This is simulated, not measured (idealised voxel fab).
Process module, titled voxel ribs on slabs
245 nm wide, 5 nm square cells: that's cross-section cut.
When this document writes out a cross-section, it uses a grid of square cells and lists it as bands, beginning at the top and moving down, with a band standing for one or more rows of cells.
A band entry consists of two parts. The first gives the height of the band's top and the height of its bottom, in nm. The rest lists the band's materials from left to right, each with its width in nm. A single material labelled with the word "full width" fills the band from edge to edge, and the word "air" marks empty space.
We count height from 0. Below that, the starting wafer is all one material. The lowest band never ends at the bottom but goes on down; see "z 0 and below" for how that is written.
It should be noted that a width expressed as "30..40" varies in equal increments from row to row of cells within the band, taking the value of the first number at the top row and that of the second number at the bottom row.
"everything unchanged" means the step left every cell of the cross-section as it was.
In the "Closed void list" entry, you get each enclosed empty space of 8 cells or more, one with no open way to the top, written width x height at distance, distance from the left edge, in nm.
Whatever follows a step's settings on its line is a remark the simulator itself makes about that step.
"overlay nm" denotes, for a step that has a mask, the displacement of the mask to the right of its planned place, with negative values corresponding to the left.
Pairs from here to the end. Each: cross-section before one process step, cross-section after it, the latter only as far down as the lowest band that changed. Under each: the step between, and its settings. Mind that the pairs may be taken from different runs of this module on the same starting wafer; whether a pair continues from the pair above depends on its entry headed "Before-step section", and it does only where that entry says so.

Before-step section
z 0 and below = Si full width
Closed void list: none

Step Outcome
z 20 to 0 = SiO2 full width
Rest of section, below 0: as before.
Closed void list: none
Going from the before section above to the after section, the step was DIRECTIONAL_DEP with material SiO2, thk nm 20

Before-step section: For the state before this step, see the after cross-section of the pair located directly above.

Step Outcome
z 40 to 20 = SiN full width
Rest of section, below 20: as before.
Closed void list: none
Going from the before section above to the after section, the step was DIRECTIONAL_DEP with material SiN, thk nm 20

Before-step section: For the state before this step, see the after cross-section of the pair located directly above.

Step Outcome
z 40 to 30 = air: 115, SiN: 15, air: 115
Rest of section, below 30: as before.
Closed void list: none
Going from the before section above to the after section, the step was MASKED_ETCH with tone cover, mask id RIB, width nm 15, etch materials SiN, depth nm 10, overlay nm 0

Before-step section: For the state before this step, see the after cross-section of the pair located directly above.

Step Outcome
z 40 to 30 = air: 115, SiN: 15, air: 115
z 30 to 20 = air: 100, SiN: 45, air: 100
Rest of section, below 20: as before.
Closed void list: none
Going from the before section above to the after section, the step was MASKED_ETCH with tone cover, mask id SLAB, width nm 45, etch materials SiN, depth nm 10, overlay nm 0

Before-step section: For the state before this step, see the after cross-section of the pair located directly above.

Step Outcome
z 65 to 40 = SiO2 full width
z 40 to 30 = SiO2: 115, SiN: 15, SiO2: 115
z 30 to 20 = SiO2: 100, SiN: 45, SiO2: 100
Rest of section, below 20: as before.
Closed void list: none
Going from the before section above to the after section, the step was FILL_DEP with material SiO2, thk nm 25

Before-step section: For the state before this step, see the after cross-section of the pair located directly above.

Step Outcome
z 55 to 40 = SiO2 full width
Rest of section, below 40: as before.
Closed void list: none
Going from the before section above to the after section, the step was CMP with height nm 55

Before-step section: For the state before this step, see the after cross-section of the pair located directly above.

Step Outcome
z 65 to 55 = W full width
Rest of section, below 55: as before.
Closed void list: none
Going from the before section above to the after section, the step was DIRECTIONAL_DEP with material W, thk nm 10

Before-step section: For the state before this step, see the after cross-section of the pair located directly above.

Step Outcome
z 80 to 65 = aC full width
Rest of section, below 65: as before.
Closed void list: none
Going from the before section above to the after section, the step was DIRECTIONAL_DEP with material aC, thk nm 15

Before-step section: For the state before this step, see the after cross-section of the pair located directly above.

Step Outcome
z 110 to 80 = air: 110, resist: 25, air: 110
Rest of section, below 80: as before.
Closed void list: none
Going from the before section above to the after section, the step was PATTERN with tone cover, mask id HEATER, material resist, width nm 25, thk nm 30, overlay nm 0

Before-step section: For the state before this step, see the after cross-section of the pair located directly above.

Step Outcome
z 95 to 80 = air: 110, resist: 25, air: 110
z 80 to 65 = air: 110, aC: 25, air: 110
Rest of section, below 65: as before.
Closed void list: none
Going from the before section above to the after section, the step was DIRECTIONAL_ETCH with etch materials aC, depth nm 15

Before-step section: For the state before this step, see the after cross-section of the pair located directly above.

Step Outcome
z 80 to 65 = air: 110, aC: 25, air: 110
Rest of section, below 65: as before.
Closed void list: none
Going from the before section above to the after section, the step was STRIP with etch materials resist

Before-step section: For the state before this step, see the after cross-section of the pair located directly above.

Step Outcome
z 80 to 65 = air: 110, aC: 25, air: 110
z 65 to 55 = air: 110, W: 25, air: 110
Rest of section, below 55: as before.
Closed void list: none
Going from the before section above to the after section, the step was DIRECTIONAL_ETCH with etch materials W, depth nm 10

Before-step section: For the state before this step, see the after cross-section of the pair located directly above.

Step Outcome
z 65 to 55 = air: 110, W: 25, air: 110
Rest of section, below 55: as before.
Closed void list: none
Going from the before section above to the after section, the step was STRIP with etch materials aC

Before-step section: For the state before this step, see the after cross-section of the pair located directly above.

Step Outcome
z 70 to 65 = air: 105, SiO2: 35, air: 105
z 65 to 60 = air: 105, SiO2: 5, W: 25, SiO2: 5, air: 105
z 60 to 55 = SiO2: 110, W: 25, SiO2: 110
Rest of section, below 55: as before.
Closed void list: none
Going from the before section above to the after section, the step was CONFORMAL_DEP with material SiO2, thk nm 5

Before-step section
z 20 to 0 = SiO2 full width
z 0 and below = Si full width
Closed void list: none

Step Outcome
z 40 to 0 = SiO2 full width
Rest of section, below 0: as before.
Closed void list: none
Going from the before section above to the after section, the step was DIRECTIONAL_DEP with material SiO2, thk nm 20

Before-step section: For the state before this step, see the after cross-section of the pair located directly above.

Step Outcome
z 60 to 40 = SiN full width
Rest of section, below 40: as before.
Closed void list: none
Going from the before section above to the after section, the step was DIRECTIONAL_DEP with material SiN, thk nm 20

Before-step section: For the state before this step, see the after cross-section of the pair located directly above.

Step Outcome
z 60 to 50 = air: 115, SiN: 15, air: 115
Rest of section, below 50: as before.
Closed void list: none
Going from the before section above to the after section, the step was MASKED_ETCH with tone cover, mask id RIB, width nm 15, etch materials SiN, depth nm 10, overlay nm 0

Before-step section: For the state before this step, see the after cross-section of the pair located directly above.

Step Outcome
z 60 to 50 = air: 115, SiN: 15, air: 115
z 50 to 40 = air: 100, SiN: 45, air: 100
Rest of section, below 40: as before.
Closed void list: none
Going from the before section above to the after section, the step was MASKED_ETCH with tone cover, mask id SLAB, width nm 45, etch materials SiN, depth nm 10, overlay nm 0

Before-step section: For the state before this step, see the after cross-section of the pair located directly above.

Step Outcome
z 85 to 60 = SiO2 full width
z 60 to 50 = SiO2: 115, SiN: 15, SiO2: 115
z 50 to 40 = SiO2: 100, SiN: 45, SiO2: 100
Rest of section, below 40: as before.
Closed void list: none
Going from the before section above to the after section, the step was FILL_DEP with material SiO2, thk nm 25

Before-step section: For the state before this step, see the after cross-section of the pair located directly above.

Step Outcome
z 55 to 50 = SiO2: 115, SiN: 15, SiO2: 115
Rest of section, below 50: as before.
Closed void list: none
Going from the before section above to the after section, the step was CMP with height nm 55

Before-step section: For the state before this step, see the after cross-section of the pair located directly above.

Step Outcome
z 65 to 55 = W full width
Rest of section, below 55: as before.
Closed void list: none
Going from the before section above to the after section, the step was DIRECTIONAL_DEP with material W, thk nm 10

Before-step section: For the state before this step, see the after cross-section of the pair located directly above.

Step Outcome
z 80 to 65 = aC full width
Rest of section, below 65: as before.
Closed void list: none
Going from the before section above to the after section, the step was DIRECTIONAL_DEP with material aC, thk nm 15

Before-step section: For the state before this step, see the after cross-section of the pair located directly above.

Step Outcome
z 110 to 80 = air: 110, resist: 25, air: 110
Rest of section, below 80: as before.
Closed void list: none
Going from the before section above to the after section, the step was PATTERN with tone cover, mask id HEATER, material resist, width nm 25, thk nm 30, overlay nm 0

Before-step section: For the state before this step, see the after cross-section of the pair located directly above.

Step Outcome
z 95 to 80 = air: 110, resist: 25, air: 110
z 80 to 65 = air: 110, aC: 25, air: 110
Rest of section, below 65: as before.
Closed void list: none
Going from the before section above to the after section, the step was DIRECTIONAL_ETCH with etch materials aC, depth nm 15

Before-step section: For the state before this step, see the after cross-section of the pair located directly above.

Step Outcome
z 80 to 65 = air: 110, aC: 25, air: 110
Rest of section, below 65: as before.
Closed void list: none
Going from the before section above to the after section, the step was STRIP with etch materials resist

Before-step section: For the state before this step, see the after cross-section of the pair located directly above.

Step Outcome
z 80 to 65 = air: 110, aC: 25, air: 110
z 65 to 55 = air: 110, W: 25, air: 110
Rest of section, below 55: as before.
Closed void list: none
Going from the before section above to the after section, the step was DIRECTIONAL_ETCH with etch materials W, depth nm 10

Before-step section: For the state before this step, see the after cross-section of the pair located directly above.

Step Outcome
z 65 to 55 = air: 110, W: 25, air: 110
Rest of section, below 55: as before.
Closed void list: none
Going from the before section above to the after section, the step was STRIP with etch materials aC

Before-step section: For the state before this step, see the after cross-section of the pair located directly above.

Step Outcome
z 70 to 65 = air: 105, SiO2: 35, air: 105
z 65 to 60 = air: 105, SiO2: 5, W: 25, SiO2: 5, air: 105
z 60 to 55 = SiO2: 110, W: 25, SiO2: 110
Rest of section, below 55: as before.
Closed void list: none
Going from the before section above to the after section, the step was CONFORMAL_DEP with material SiO2, thk nm 5

Before-step section
z 0 and below = Si full width
Closed void list: none

Step Outcome
z 20 to 0 = SiN full width
Rest of section, below 0: as before.
Closed void list: none
Going from the before section above to the after section, the step was DIRECTIONAL_DEP with material SiN, thk nm 20

Before-step section: For the state before this step, see the after cross-section of the pair located directly above.

Step Outcome
z 40 to 20 = SiO2 full width
Rest of section, below 20: as before.
Closed void list: none
Going from the before section above to the after section, the step was DIRECTIONAL_DEP with material SiO2, thk nm 20

Before-step section: For the state before this step, see the after cross-section of the pair located directly above.

Step Outcome
z 65 to 20 = SiO2 full width
Rest of section, below 20: as before.
Closed void list: none
Going from the before section above to the after section, the step was FILL_DEP with material SiO2, thk nm 25

Before-step section: For the state before this step, see the after cross-section of the pair located directly above.

Step Outcome
z 55 to 20 = SiO2 full width
Rest of section, below 20: as before.
Closed void list: none
Going from the before section above to the after section, the step was CMP with height nm 55

Before-step section: For the state before this step, see the after cross-section of the pair located directly above.

Step Outcome
z 65 to 55 = W full width
Rest of section, below 55: as before.
Closed void list: none
Going from the before section above to the after section, the step was DIRECTIONAL_DEP with material W, thk nm 10

Before-step section: For the state before this step, see the after cross-section of the pair located directly above.

Step Outcome
z 80 to 65 = aC full width
Rest of section, below 65: as before.
Closed void list: none
Going from the before section above to the after section, the step was DIRECTIONAL_DEP with material aC, thk nm 15

Before-step section: For the state before this step, see the after cross-section of the pair located directly above.

Step Outcome
z 110 to 80 = air: 110, resist: 25, air: 110
Rest of section, below 80: as before.
Closed void list: none
Going from the before section above to the after section, the step was PATTERN with tone cover, mask id HEATER, material resist, width nm 25, thk nm 30, overlay nm 0

Before-step section: For the state before this step, see the after cross-section of the pair located directly above.

Step Outcome
z 95 to 80 = air: 110, resist: 25, air: 110
z 80 to 65 = air: 110, aC: 25, air: 110
Rest of section, below 65: as before.
Closed void list: none
Going from the before section above to the after section, the step was DIRECTIONAL_ETCH with etch materials aC, depth nm 15

Before-step section: For the state before this step, see the after cross-section of the pair located directly above.

Step Outcome
z 80 to 65 = air: 110, aC: 25, air: 110
Rest of section, below 65: as before.
Closed void list: none
Going from the before section above to the after section, the step was STRIP with etch materials resist

Before-step section: For the state before this step, see the after cross-section of the pair located directly above.

Step Outcome
z 80 to 65 = air: 110, aC: 25, air: 110
z 65 to 55 = air: 110, W: 25, air: 110
Rest of section, below 55: as before.
Closed void list: none
Going from the before section above to the after section, the step was DIRECTIONAL_ETCH with etch materials W, depth nm 10

Before-step section: For the state before this step, see the after cross-section of the pair located directly above.

Step Outcome
z 65 to 55 = air: 110, W: 25, air: 110
Rest of section, below 55: as before.
Closed void list: none
Going from the before section above to the after section, the step was STRIP with etch materials aC

Before-step section: For the state before this step, see the after cross-section of the pair located directly above.

Step Outcome
z 70 to 65 = air: 105, SiO2: 35, air: 105
z 65 to 60 = air: 105, SiO2: 5, W: 25, SiO2: 5, air: 105
z 60 to 55 = SiO2: 110, W: 25, SiO2: 110
Rest of section, below 55: as before.
Closed void list: none
Going from the before section above to the after section, the step was CONFORMAL_DEP with material SiO2, thk nm 5

Before-step section
z 40 to 20 = SiN full width
z 20 to 0 = SiO2 full width
z 0 and below = Si full width
Closed void list: none

Step Outcome
z 40 to 25 = air: 115, SiN: 15, air: 115
Rest of section, below 25: as before.
Closed void list: none
Going from the before section above to the after section, the step was MASKED_ETCH with tone cover, mask id RIB, width nm 15, etch materials SiN, depth nm 15, overlay nm 0

Before-step section: For the state before this step, see the after cross-section of the pair located directly above.

Step Outcome
z 40 to 25 = air: 115, SiN: 15, air: 115
z 25 to 20 = air: 100, SiN: 45, air: 100
Rest of section, below 20: as before.
Closed void list: none
Going from the before section above to the after section, the step was MASKED_ETCH with tone cover, mask id SLAB, width nm 45, etch materials SiN, depth nm 10, overlay nm 0

Before-step section: For the state before this step, see the after cross-section of the pair located directly above.

Step Outcome
z 65 to 40 = SiO2 full width
z 40 to 25 = SiO2: 115, SiN: 15, SiO2: 115
z 25 to 20 = SiO2: 100, SiN: 45, SiO2: 100
Rest of section, below 20: as before.
Closed void list: none
Going from the before section above to the after section, the step was FILL_DEP with material SiO2, thk nm 25

Before-step section: For the state before this step, see the after cross-section of the pair located directly above.

Step Outcome
z 55 to 40 = SiO2 full width
Rest of section, below 40: as before.
Closed void list: none
Going from the before section above to the after section, the step was CMP with height nm 55

Before-step section: For the state before this step, see the after cross-section of the pair located directly above.

Step Outcome
z 65 to 55 = W full width
Rest of section, below 55: as before.
Closed void list: none
Going from the before section above to the after section, the step was DIRECTIONAL_DEP with material W, thk nm 10

Before-step section: For the state before this step, see the after cross-section of the pair located directly above.

Step Outcome
z 80 to 65 = aC full width
Rest of section, below 65: as before.
Closed void list: none
Going from the before section above to the after section, the step was DIRECTIONAL_DEP with material aC, thk nm 15

Before-step section: For the state before this step, see the after cross-section of the pair located directly above.

Step Outcome
z 110 to 80 = air: 110, resist: 25, air: 110
Rest of section, below 80: as before.
Closed void list: none
Going from the before section above to the after section, the step was PATTERN with tone cover, mask id HEATER, material resist, width nm 25, thk nm 30, overlay nm 0

Before-step section: For the state before this step, see the after cross-section of the pair located directly above.

Step Outcome
z 95 to 80 = air: 110, resist: 25, air: 110
z 80 to 65 = air: 110, aC: 25, air: 110
Rest of section, below 65: as before.
Closed void list: none
Going from the before section above to the after section, the step was DIRECTIONAL_ETCH with etch materials aC, depth nm 15

Before-step section: For the state before this step, see the after cross-section of the pair located directly above.

Step Outcome
z 80 to 65 = air: 110, aC: 25, air: 110
Rest of section, below 65: as before.
Closed void list: none
Going from the before section above to the after section, the step was STRIP with etch materials resist

Before-step section: For the state before this step, see the after cross-section of the pair located directly above.

Step Outcome
z 80 to 65 = air: 110, aC: 25, air: 110
z 65 to 55 = air: 110, W: 25, air: 110
Rest of section, below 55: as before.
Closed void list: none
Going from the before section above to the after section, the step was DIRECTIONAL_ETCH with etch materials W, depth nm 10

Before-step section: For the state before this step, see the after cross-section of the pair located directly above.

Step Outcome
z 65 to 55 = air: 110, W: 25, air: 110
Rest of section, below 55: as before.
Closed void list: none
Going from the before section above to the after section, the step was STRIP with etch materials aC

Before-step section: For the state before this step, see the after cross-section of the pair located directly above.

Step Outcome
z 70 to 65 = air: 105, SiO2: 35, air: 105
z 65 to 60 = air: 105, SiO2: 5, W: 25, SiO2: 5, air: 105
z 60 to 55 = SiO2: 110, W: 25, SiO2: 110
Rest of section, below 55: as before.
Closed void list: none
Going from the before section above to the after section, the step was CONFORMAL_DEP with material SiO2, thk nm 5

Before-step section
z 40 to 30 = air: 115, SiN: 15, air: 115
z 30 to 20 = SiN full width
z 20 to 0 = SiO2 full width
z 0 and below = Si full width
Closed void list: none

Step Outcome
z 40 to 30 = air: 115, SiN: 15, air: 115
z 30 to 20 = air: 105, SiN: 35, air: 105
Rest of section, below 20: as before.
Closed void list: none
Going from the before section above to the after section, the step was MASKED_ETCH with tone cover, mask id SLAB, width nm 35, etch materials SiN, depth nm 10, overlay nm 0

Before-step section: For the state before this step, see the after cross-section of the pair located directly above.

Step Outcome
z 65 to 40 = SiO2 full width
z 40 to 30 = SiO2: 115, SiN: 15, SiO2: 115
z 30 to 20 = SiO2: 105, SiN: 35, SiO2: 105
Rest of section, below 20: as before.
Closed void list: none
Going from the before section above to the after section, the step was FILL_DEP with material SiO2, thk nm 25

Before-step section: For the state before this step, see the after cross-section of the pair located directly above.

Step Outcome
z 55 to 40 = SiO2 full width
Rest of section, below 40: as before.
Closed void list: none
Going from the before section above to the after section, the step was CMP with height nm 55

Before-step section: For the state before this step, see the after cross-section of the pair located directly above.

Step Outcome
z 65 to 55 = W full width
Rest of section, below 55: as before.
Closed void list: none
Going from the before section above to the after section, the step was DIRECTIONAL_DEP with material W, thk nm 10

Before-step section: For the state before this step, see the after cross-section of the pair located directly above.

Step Outcome
z 80 to 65 = aC full width
Rest of section, below 65: as before.
Closed void list: none
Going from the before section above to the after section, the step was DIRECTIONAL_DEP with material aC, thk nm 15

Before-step section: For the state before this step, see the after cross-section of the pair located directly above.

Step Outcome
z 110 to 80 = air: 110, resist: 25, air: 110
Rest of section, below 80: as before.
Closed void list: none
Going from the before section above to the after section, the step was PATTERN with tone cover, mask id HEATER, material resist, width nm 25, thk nm 30, overlay nm 0

Before-step section: For the state before this step, see the after cross-section of the pair located directly above.

Step Outcome
z 95 to 80 = air: 110, resist: 25, air: 110
z 80 to 65 = air: 110, aC: 25, air: 110
Rest of section, below 65: as before.
Closed void list: none
Going from the before section above to the after section, the step was DIRECTIONAL_ETCH with etch materials aC, depth nm 15

Before-step section: For the state before this step, see the after cross-section of the pair located directly above.

Step Outcome
z 80 to 65 = air: 110, aC: 25, air: 110
Rest of section, below 65: as before.
Closed void list: none
Going from the before section above to the after section, the step was STRIP with etch materials resist

Before-step section: For the state before this step, see the after cross-section of the pair located directly above.

Step Outcome
z 80 to 65 = air: 110, aC: 25, air: 110
z 65 to 55 = air: 110, W: 25, air: 110
Rest of section, below 55: as before.
Closed void list: none
Going from the before section above to the after section, the step was DIRECTIONAL_ETCH with etch materials W, depth nm 10

Before-step section: For the state before this step, see the after cross-section of the pair located directly above.

Step Outcome
z 65 to 55 = air: 110, W: 25, air: 110
Rest of section, below 55: as before.
Closed void list: none
Going from the before section above to the after section, the step was STRIP with etch materials aC

Before-step section: For the state before this step, see the after cross-section of the pair located directly above.

Step Outcome
z 70 to 65 = air: 105, SiO2: 35, air: 105
z 65 to 60 = air: 105, SiO2: 5, W: 25, SiO2: 5, air: 105
z 60 to 55 = SiO2: 110, W: 25, SiO2: 110
Rest of section, below 55: as before.
Closed void list: none
Going from the before section above to the after section, the step was CONFORMAL_DEP with material SiO2, thk nm 5

Before-step section
z 40 to 20 = SiN full width
z 20 to 0 = SiO2 full width
z 0 and below = Si full width
Closed void list: none

Step Outcome
z 40 to 30 = air: 110, SiN: 15, air: 120
Rest of section, below 30: as before.
Closed void list: none
Going from the before section above to the after section, the step was MASKED_ETCH with tone cover, mask id RIB, width nm 15, etch materials SiN, depth nm 10, overlay nm -5

Before-step section: For the state before this step, see the after cross-section of the pair located directly above.

Step Outcome
z 40 to 30 = air: 110, SiN: 15, air: 120
z 30 to 20 = air: 100, SiN: 45, air: 100
Rest of section, below 20: as before.
Closed void list: none
Going from the before section above to the after section, the step was MASKED_ETCH with tone cover, mask id SLAB, width nm 45, etch materials SiN, depth nm 10, overlay nm 0

Before-step section: For the state before this step, see the after cross-section of the pair located directly above.

Step Outcome
z 65 to 40 = SiO2 full width
z 40 to 30 = SiO2: 110, SiN: 15, SiO2: 120
z 30 to 20 = SiO2: 100, SiN: 45, SiO2: 100
Rest of section, below 20: as before.
Closed void list: none
Going from the before section above to the after section, the step was FILL_DEP with material SiO2, thk nm 25

Before-step section: For the state before this step, see the after cross-section of the pair located directly above.

Step Outcome
z 55 to 40 = SiO2 full width
Rest of section, below 40: as before.
Closed void list: none
Going from the before section above to the after section, the step was CMP with height nm 55

Before-step section: For the state before this step, see the after cross-section of the pair located directly above.

Step Outcome
z 65 to 55 = W full width
Rest of section, below 55: as before.
Closed void list: none
Going from the before section above to the after section, the step was DIRECTIONAL_DEP with material W, thk nm 10

Before-step section: For the state before this step, see the after cross-section of the pair located directly above.

Step Outcome
z 80 to 65 = aC full width
Rest of section, below 65: as before.
Closed void list: none
Going from the before section above to the after section, the step was DIRECTIONAL_DEP with material aC, thk nm 15

Before-step section: For the state before this step, see the after cross-section of the pair located directly above.

Step Outcome
z 110 to 80 = air: 110, resist: 25, air: 110
Rest of section, below 80: as before.
Closed void list: none
Going from the before section above to the after section, the step was PATTERN with tone cover, mask id HEATER, material resist, width nm 25, thk nm 30, overlay nm 0

Before-step section: For the state before this step, see the after cross-section of the pair located directly above.

Step Outcome
z 95 to 80 = air: 110, resist: 25, air: 110
z 80 to 65 = air: 110, aC: 25, air: 110
Rest of section, below 65: as before.
Closed void list: none
Going from the before section above to the after section, the step was DIRECTIONAL_ETCH with etch materials aC, depth nm 15

Before-step section: For the state before this step, see the after cross-section of the pair located directly above.

Step Outcome
z 80 to 65 = air: 110, aC: 25, air: 110
Rest of section, below 65: as before.
Closed void list: none
Going from the before section above to the after section, the step was STRIP with etch materials resist

Before-step section: For the state before this step, see the after cross-section of the pair located directly above.

Step Outcome
z 80 to 65 = air: 110, aC: 25, air: 110
z 65 to 55 = air: 110, W: 25, air: 110
Rest of section, below 55: as before.
Closed void list: none
Going from the before section above to the after section, the step was DIRECTIONAL_ETCH with etch materials W, depth nm 10

Before-step section: For the state before this step, see the after cross-section of the pair located directly above.

Step Outcome
z 65 to 55 = air: 110, W: 25, air: 110
Rest of section, below 55: as before.
Closed void list: none
Going from the before section above to the after section, the step was STRIP with etch materials aC

Before-step section: For the state before this step, see the after cross-section of the pair located directly above.

Step Outcome
z 70 to 65 = air: 105, SiO2: 35, air: 105
z 65 to 60 = air: 105, SiO2: 5, W: 25, SiO2: 5, air: 105
z 60 to 55 = SiO2: 110, W: 25, SiO2: 110
Rest of section, below 55: as before.
Closed void list: none
Going from the before section above to the after section, the step was CONFORMAL_DEP with material SiO2, thk nm 5

Before-step section
z 65 to 55 = W full width
z 55 to 40 = SiO2 full width
z 40 to 30 = SiO2: 115, SiN: 15, SiO2: 115
z 30 to 20 = SiO2: 100, SiN: 45, SiO2: 100
z 20 to 0 = SiO2 full width
z 0 and below = Si full width
Closed void list: none

Step Outcome
z 80 to 65 = SiO2 full width
Rest of section, below 65: as before.
Closed void list: none
Going from the before section above to the after section, the step was DIRECTIONAL_DEP with material SiO2, thk nm 15

Before-step section: For the state before this step, see the after cross-section of the pair located directly above.

Step Outcome
z 110 to 80 = air: 110, resist: 25, air: 110
Rest of section, below 80: as before.
Closed void list: none
Going from the before section above to the after section, the step was PATTERN with tone cover, mask id HEATER, material resist, width nm 25, thk nm 30, overlay nm 0

Before-step section: For the state before this step, see the after cross-section of the pair located directly above.

Step Outcome
z 95 to 80 = air: 110, resist: 25, air: 110
Rest of section, below 80: as before.
Closed void list: none
Going from the before section above to the after section, the step was DIRECTIONAL_ETCH with etch materials aC, depth nm 15

Before-step section: For the state before this step, see the after cross-section of the pair located directly above.

Step Outcome
z 80 to 65 = SiO2 full width
Rest of section, below 65: as before.
Closed void list: none
Going from the before section above to the after section, the step was STRIP with etch materials resist

Before-step section: For the state before this step, see the after cross-section of the pair located directly above.

Step Outcome
z 85 to 65 = SiO2 full width
Rest of section, below 65: as before.
Closed void list: none
Going from the before section above to the after section, the step was CONFORMAL_DEP with material SiO2, thk nm 5

Before-step section
z 80 to 65 = aC full width
z 65 to 55 = W full width
z 55 to 40 = SiO2 full width
z 40 to 30 = SiO2: 115, SiN: 15, SiO2: 115
z 30 to 20 = SiO2: 100, SiN: 45, SiO2: 100
z 20 to 0 = SiO2 full width
z 0 and below = Si full width
Closed void list: none

Step Outcome
z 110 to 80 = resist: 110, air: 25, resist: 110
Rest of section, below 80: as before.
Closed void list: none
Going from the before section above to the after section, the step was PATTERN with tone open, mask id HEATER, material resist, width nm 25, thk nm 30, overlay nm 0

Before-step section: For the state before this step, see the after cross-section of the pair located directly above.

Step Outcome
z 95 to 80 = resist: 110, air: 25, resist: 110
z 80 to 65 = aC: 110, air: 25, aC: 110
Rest of section, below 65: as before.
Closed void list: none
Going from the before section above to the after section, the step was DIRECTIONAL_ETCH with etch materials aC, depth nm 15

Before-step section: For the state before this step, see the after cross-section of the pair located directly above.

Step Outcome
z 80 to 65 = aC: 110, air: 25, aC: 110
Rest of section, below 65: as before.
Closed void list: none
Going from the before section above to the after section, the step was STRIP with etch materials resist

Before-step section: For the state before this step, see the after cross-section of the pair located directly above.

Step Outcome
z 80 to 65 = aC: 110, air: 25, aC: 110
z 65 to 55 = W: 110, air: 25, W: 110
Rest of section, below 55: as before.
Closed void list: none
Going from the before section above to the after section, the step was DIRECTIONAL_ETCH with etch materials W, depth nm 10

Before-step section: For the state before this step, see the after cross-section of the pair located directly above.

Step Outcome
z 65 to 55 = W: 110, air: 25, W: 110
Rest of section, below 55: as before.
Closed void list: none
Going from the before section above to the after section, the step was STRIP with etch materials aC

Before-step section: For the state before this step, see the after cross-section of the pair located directly above.

Step Outcome
z 70 to 65 = SiO2: 115, air: 15, SiO2: 115
z 65 to 60 = W: 110, SiO2: 5, air: 15, SiO2: 5, W: 110
z 60 to 55 = W: 110, SiO2: 25, W: 110
Rest of section, below 55: as before.
Closed void list: none
Going from the before section above to the after section, the step was CONFORMAL_DEP with material SiO2, thk nm 5
